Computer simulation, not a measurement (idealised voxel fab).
process module | voxel fin reveal
cross-section cut | 150 nm wide | cells 5 nm
A cross-section is a grid of square cells, given in bands from the top down. A band is one or more rows of cells.
Each band's line starts with the height of the band's top and of its bottom, in nm. Then come its materials from left to right, each with its width in nm. One material with "throughout" fills the band from edge to edge. "air" is empty space.
Height 0 is the level under which the wafer as received is all one material. The lowest band goes on downwards, as in "0 down".
A width such as "30 to 40" changes by the same amount from each row of cells to the next, from the band's top row to its bottom row.
"no change" after a step means that no cell of the cross-section changed.
closed voids: empty space of 8 cells or more with no open way to the top, each as width x height at its distance from the left edge, in nm
after a step's settings: what the simulator itself notes on the step
overlay nm, on a step with a mask: how far to the right of its planned place the mask lay; to the left if negative
plan
1 op RECEIVE | material Si
2 op CONFORMAL_DEP | material SiN | thk nm 10
3 op MASKED_ETCH | tone cover | mask id FINS | width nm 15 | pitch nm 45 | etch materials SiN | depth nm 10 | overlay nm 0
4 op MASKED_ETCH | tone cover | mask id FINS | width nm 15 | pitch nm 45 | etch materials Si | depth nm 30 | overlay nm 0
5 op OXIDIZE | depth nm 5
6 op FILL_DEP | material SiO2 | thk nm 5
7 op CMP | height nm 10
8 op SELECTIVE_ETCH | etch materials SiO2 | depth nm 30
9 op STRIP | etch materials SiN
first wafer, as planned
as received, after step 1
  0 down: Si throughout
  closed voids: none
after step 2
  10 to 0: SiN throughout
  below 0: unchanged
after step 3
  10 to 0: air 45 | SiN 15 | air 30 | SiN 15 | air 45
  below 0: unchanged
after step 4
  10 to 0: air 45 | SiN 15 | air 30 | SiN 15 | air 45
  0 to -30: air 45 | Si 15 | air 30 | Si 15 | air 45
  below -30: unchanged
after step 5
  10 to 0: air 45 | SiN 15 | air 30 | SiN 15 | air 45
  0 to -30: air 45 | SiO2 5 | Si 5 | SiO2 5 | air 30 | SiO2 5 | Si 5 | SiO2 5 | air 45
  -30 to -35: SiO2 50 | Si 5 | SiO2 40 | Si 5 | SiO2 50
  below -35: unchanged
after step 6
  15 to 10: SiO2 throughout
  10 to 0: SiO2 45 | SiN 15 | SiO2 30 | SiN 15 | SiO2 45
  0 to -35: SiO2 50 | Si 5 | SiO2 40 | Si 5 | SiO2 50
  below -35: unchanged
after step 7
  10 to 0: SiO2 45 | SiN 15 | SiO2 30 | SiN 15 | SiO2 45
  below 0: unchanged
after step 8
  10 to 0: air 45 | SiN 15 | air 30 | SiN 15 | air 45
  0 to -20: air 50 | Si 5 | air 40 | Si 5 | air 50
  below -20: unchanged
after step 9
  0 to -20: air 50 | Si 5 | air 40 | Si 5 | air 50
  below -20: unchanged
second wafer: like start, like plan, one mistake. Through step 2 it matches the first wafer
when step 3 should have ended
  10 to 0: SiN 45 | air 15 | SiN 30 | air 15 | SiN 45
  below 0: unchanged
when step 4 should have ended: no change
when step 5 should have ended
  10 to 0: SiN 45 | air 15 | SiN 30 | air 15 | SiN 45
  0 to -5: Si 40 | SiO2 25 | Si 20 | SiO2 25 | Si 40
  below -5: unchanged
when step 6 should have ended
  15 to 10: SiO2 throughout
  10 to 0: SiN 45 | SiO2 15 | SiN 30 | SiO2 15 | SiN 45
  below 0: unchanged
when step 7 should have ended
  10 to 0: SiN 45 | SiO2 15 | SiN 30 | SiO2 15 | SiN 45
  below 0: unchanged
when step 8 should have ended
  10 to 0: SiN 45 | air 15 | SiN 30 | air 15 | SiN 45
  0 to -5: Si 40 | air 25 | Si 20 | air 25 | Si 40
  below -5: unchanged
when step 9 should have ended
  0 to -5: Si 40 | air 25 | Si 20 | air 25 | Si 40
  below -5: unchanged
what went wrong: step 3 ran as: op MASKED_ETCH | tone open | mask id FINS | width nm 15 | pitch nm 45 | etch materials SiN | depth nm 10 | overlay nm 0
at the end the second wafer has, in cells: 186 more of Si | 84 fewer of SiO2
